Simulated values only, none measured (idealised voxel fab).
Title: Process Module voxel ribs on slabs
Displayed cross-section: cut, width of 250 nm, square cells sized 5 nm.
A cross-section is a grid of square cells, given in bands from the top down. A band is one or more rows of cells.
Read a band's entry like this: the first values are the height of its top and the height of its bottom in nm, and what follows is the sequence of materials from left to right, each with its width in nm. Note that "blank" is empty space, and that a single material marked "all across" reaches across the band from edge to edge.
Heights are reckoned from 0. Under this level, the received wafer is all of one material. The bottommost band is open-ended downward, for example "0 -> down".
The two numbers in a width such as "30->40" mark its ends across the band: the first belongs to the top row of cells, the second to the bottom row, and from each row to the next the width moves by the same amount.
A step reported as "nothing altered" is a step in which no cell of the cross-section changed.
Under "Sealed voids" you'll find the enclosed gaps, the ones with no way out to the top, that are 8 cells or bigger; each reads width x height at distance, with distance counted from the left edge, everything in nm.
Where a step's line continues beyond its settings, the continuation is a remark by the simulator itself on that step.
A step line may carry the setting "overlay nm", which, for steps involving a mask, states the distance by which the mask lay to the right of its intended position; negative values denote displacement to the left.

# Here's what the planned process steps look like
1,RECEIVE: material Si
2,DIRECTIONAL_DEP: material SiO2, thk nm 20
3,DIRECTIONAL_DEP: material polySi, thk nm 20
4,MASKED_ETCH: tone cover, mask id RIB, width nm 20, etch materials polySi, depth nm 5, overlay nm 0
5,DIRECTIONAL_DEP: material aC, thk nm 10
6,PATTERN: tone cover, mask id SLAB, material resist, width nm 80, thk nm 30, overlay nm 0
7,DIRECTIONAL_ETCH: etch materials aC, depth nm 10
8,STRIP: etch materials resist
9,DIRECTIONAL_ETCH: etch materials polySi, depth nm 15
10,STRIP: etch materials aC
11,FILL_DEP: material SiO2, thk nm 30
12,CMP: height nm 60
13,DIRECTIONAL_DEP: material W, thk nm 5
14,MASKED_ETCH: tone cover, mask id HEATER, width nm 30, etch materials W, depth nm 5, overlay nm 0
15,CONFORMAL_DEP: material SiN, thk nm 10

# Here's what the wafer looked like in cross-section when it arrived - that's after step 1
> 0 -> down: Si all across
> Sealed voids: none

# Cross-sectional image of the first of two wafers at the end of the module, the run having proceeded as planned
> 75 -> 70: 100 blank, 50 SiN, 100 blank
> 70 -> 65: SiN all across
> 65 -> 60: 110 SiN, 30 W, 110 SiN
> 60 -> 40: SiO2 all across
> 40 -> 35: 115 SiO2, 20 polySi, 115 SiO2
> 35 -> 20: 85 SiO2, 80 polySi, 85 SiO2
> 20 -> 0: SiO2 all across
> 0 -> down: Si all across
> Sealed voids: none

# Here's the second of our two wafers sectioned at module end. Same start as the first, same plan, but one mistake got made running it
> 75 -> 70: 100 blank, 50 SiN, 100 blank
> 70 -> 65: SiN all across
> 65 -> 60: 110 SiN, 30 W, 110 SiN
> 60 -> 55: 115 SiO2, 20 polySi, 115 SiO2
> 55 -> 40: 85 SiO2, 80 polySi, 85 SiO2
> 40 -> 0: SiO2 all across
> 0 -> down: Si all across
> Sealed voids: none
The mistake made against the process plan was this: execution of plan step 2 occurred twice
Final state: per-material cell counts identical on both wafers; locations differ.
